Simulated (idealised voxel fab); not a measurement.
process module | voxel spacer lines
Displayed cross-section: cut, width of 275 nm, square cells sized 5 nm.
Cross-section spec: square-cell grid; bands listed top down; each band is one or more rows. Quick guide to a band line: top height, bottom height (nm) up front; then every material left to right with its width in nm. Only one material and it's marked "edge to edge"? Then it fills the band edge to edge. And "empty" just means empty space. The level at which height equals 0 is the one under which the wafer, as it arrives, is entirely one material. No lower edge exists for the bottom band, which continues downward and is notated as in "0 nm and below". Think of "30..40" as a width that walks from the first number to the second as you go down the band, top row to bottom row, taking equal-sized steps from row to row. The cross-section has no changed cell in any step marked "remains unaltered". The entry titled "Entrapped voids" provides the empty spaces that have no open way to the top, restricted to those of 8 cells or more. Each is presented as width x height at distance, the distance being measured from the left edge, with all three in nm. Step line, after settings: the simulator's comment on this step. overlay nm: mask right of planned place by this much (step with mask). Neg. = left.
-- plan
1) RECEIVE | material Si
2) CONFORMAL_DEP | material SiO2 | thk nm 5
3) DIRECTIONAL_DEP | material TiN | thk nm 20
4) DIRECTIONAL_DEP | material polySi | thk nm 30
5) PATTERN | tone cover | mask id MANDREL | material resist | width nm 15 | pitch nm 60 | thk nm 40 | overlay nm 0
6) DIRECTIONAL_ETCH | etch materials polySi | depth nm 30
7) STRIP | etch materials resist
8) CONFORMAL_DEP | material SiN | thk nm 15
9) DIRECTIONAL_ETCH | etch materials SiN | depth nm 15
10) STRIP | etch materials polySi
11) DIRECTIONAL_ETCH | etch materials TiN | depth nm 20
12) STRIP | etch materials SiN
-- So this is the incoming wafer in cross-section - it's already been through step 1
  0 nm and below = Si edge to edge
  Entrapped voids: none
-- The cross-section shown corresponds to the wafer at the conclusion of the module. The initial structure and the process plan are those presented above; however, one mistake occurred in executing the plan
  30 nm to 10 nm = 55 of empty | 15 of TiN | 15 of empty | 15 of TiN | 15 of empty | 15 of TiN | 15 of empty | 15 of TiN | 15 of empty | 15 of TiN | 15 of empty | 15 of TiN | 55 of empty
  10 nm to 5 nm = TiN edge to edge
  5 nm to 0 nm = SiO2 edge to edge
  0 nm and below = Si edge to edge
  Entrapped voids: none
The mistake made against the process plan was this: step 3 ran differently from the plan; actual operation with settings: DIRECTIONAL_DEP | material TiN | thk nm 25
